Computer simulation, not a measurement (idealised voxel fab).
process module | voxel double patterning
cross-section cut | 175 nm wide | cells 5 nm
A cross-section is a grid of square cells, given in bands from the top down. A band is one or more rows of cells.
Each band's line starts with the height of the band's top and of its bottom, in nm. Then come its materials from left to right, each with its width in nm. One material with "throughout" fills the band from edge to edge. "air" is empty space.
Height 0 is the level under which the wafer as received is all one material. The lowest band goes on downwards, as in "0 down".
A width such as "30 to 40" changes by the same amount from each row of cells to the next, from the band's top row to its bottom row.
"no change" after a step means that no cell of the cross-section changed.
closed voids: empty space of 8 cells or more with no open way to the top, each as width x height at its distance from the left edge, in nm
after a step's settings: what the simulator itself notes on the step
overlay nm, on a step with a mask: how far to the right of its planned place the mask lay; to the left if negative
plan
1 op RECEIVE | material Si
2 op CONFORMAL_DEP | material SiN | thk nm 10
3 op DIRECTIONAL_DEP | material SiO2 | thk nm 10
4 op DIRECTIONAL_DEP | material SiCN | thk nm 5
5 op DIRECTIONAL_DEP | material aC | thk nm 10
6 op PATTERN | tone open | mask id FIRST | material resist | width nm 15 | pitch nm 50 | thk nm 30 | overlay nm 0
7 op DIRECTIONAL_ETCH | etch materials aC | depth nm 10
8 op STRIP | etch materials resist
9 op DIRECTIONAL_ETCH | etch materials SiCN | depth nm 5
10 op STRIP | etch materials aC
11 op MASKED_ETCH | tone open | mask id SECOND | width nm 15 | etch materials SiCN | depth nm 5 | overlay nm 0
12 op DIRECTIONAL_ETCH | etch materials SiO2 | depth nm 10
13 op STRIP | etch materials SiCN
first wafer, as planned
as received, after step 1
  0 down: Si throughout
  closed voids: none
after step 2
  10 to 0: SiN throughout
  below 0: unchanged
after step 3
  20 to 10: SiO2 throughout
  below 10: unchanged
after step 4
  25 to 20: SiCN throughout
  below 20: unchanged
after step 5
  35 to 25: aC throughout
  below 25: unchanged
after step 6
  65 to 35: resist 55 | air 15 | resist 35 | air 15 | resist 55
  below 35: unchanged
after step 7
  55 to 35: resist 55 | air 15 | resist 35 | air 15 | resist 55
  35 to 25: aC 55 | air 15 | aC 35 | air 15 | aC 55
  below 25: unchanged
after step 8
  35 to 25: aC 55 | air 15 | aC 35 | air 15 | aC 55
  below 25: unchanged
after step 9
  35 to 25: aC 55 | air 15 | aC 35 | air 15 | aC 55
  25 to 20: SiCN 55 | air 15 | SiCN 35 | air 15 | SiCN 55
  below 20: unchanged
after step 10
  25 to 20: SiCN 55 | air 15 | SiCN 35 | air 15 | SiCN 55
  below 20: unchanged
after step 11
  25 to 20: SiCN 55 | air 15 | SiCN 10 | air 15 | SiCN 10 | air 15 | SiCN 55
  below 20: unchanged
after step 12
  25 to 20: SiCN 55 | air 15 | SiCN 10 | air 15 | SiCN 10 | air 15 | SiCN 55
  20 to 10: SiO2 55 | air 15 | SiO2 10 | air 15 | SiO2 10 | air 15 | SiO2 55
  below 10: unchanged
after step 13
  20 to 10: SiO2 55 | air 15 | SiO2 10 | air 15 | SiO2 10 | air 15 | SiO2 55
  below 10: unchanged
second wafer: like start, like plan, one mistake. Through step 10 it matches the first wafer
when step 11 should have ended
  25 to 20: SiCN 55 | air 15 | SiCN 20 | air 30 | SiCN 55
  below 20: unchanged
when step 12 should have ended
  25 to 20: SiCN 55 | air 15 | SiCN 20 | air 30 | SiCN 55
  20 to 10: SiO2 55 | air 15 | SiO2 20 | air 30 | SiO2 55
  below 10: unchanged
when step 13 should have ended
  20 to 10: SiO2 55 | air 15 | SiO2 20 | air 30 | SiO2 55
  below 10: unchanged
what went wrong: step 11 ran as: op MASKED_ETCH | tone open | mask id SECOND | width nm 15 | etch materials SiCN | depth nm 5 | overlay nm 10
at the end the second wafer has, in cells: as many of each material as the first, in other places
